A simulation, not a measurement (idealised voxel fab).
process module | voxel double patterning
cross-section cut | 240 nm wide | cells 5 nm
A cross-section is a grid of square cells, given in bands from the top down. A band is one or more rows of cells.
Each band's line starts with the height of the band's top and of its bottom, in nm. Then come its materials from left to right, each with its width in nm. One material with "throughout" fills the band from edge to edge. "air" is empty space.
Height 0 is the level under which the wafer as received is all one material. The lowest band goes on downwards, as in "0 down".
A width such as "30 to 40" changes by the same amount from each row of cells to the next, from the band's top row to its bottom row.
"no change" after a step means that no cell of the cross-section changed.
closed voids: empty space of 8 cells or more with no open way to the top, each as width x height at its distance from the left edge, in nm
after a step's settings: what the simulator itself notes on the step
overlay nm, on a step with a mask: how far to the right of its planned place the mask lay; to the left if negative
plan
1 op RECEIVE | material Si
2 op CONFORMAL_DEP | material SiO2 | thk nm 5
3 op DIRECTIONAL_DEP | material TiN | thk nm 20
4 op DIRECTIONAL_DEP | material SiCN | thk nm 10
5 op DIRECTIONAL_DEP | material aC | thk nm 10
6 op PATTERN | tone open | mask id FIRST | material resist | width nm 15 | pitch nm 50 | thk nm 25 | overlay nm 0
7 op DIRECTIONAL_ETCH | etch materials aC | depth nm 10
8 op STRIP | etch materials resist
9 op DIRECTIONAL_ETCH | etch materials SiCN | depth nm 10
10 op STRIP | etch materials aC
11 op PATTERN | tone open | mask id SECOND | material resist | width nm 15 | pitch nm 50 | thk nm 20 | overlay nm 0
12 op DIRECTIONAL_ETCH | etch materials SiCN | depth nm 10
13 op STRIP | etch materials resist
14 op DIRECTIONAL_ETCH | etch materials TiN | depth nm 20
15 op STRIP | etch materials SiCN
as received, after step 1
  0 down: Si throughout
  closed voids: none
a wafer at the end: this start, this plan, one mistake
  20 to 0: TiN 60 | air 15 | TiN 10 | air 15 | TiN 10 | air 15 | TiN 10 | air 15 | TiN 10 | air 15 | TiN 65
  0 down: Si throughout
  closed voids: none
what went wrong: step 2 was left out
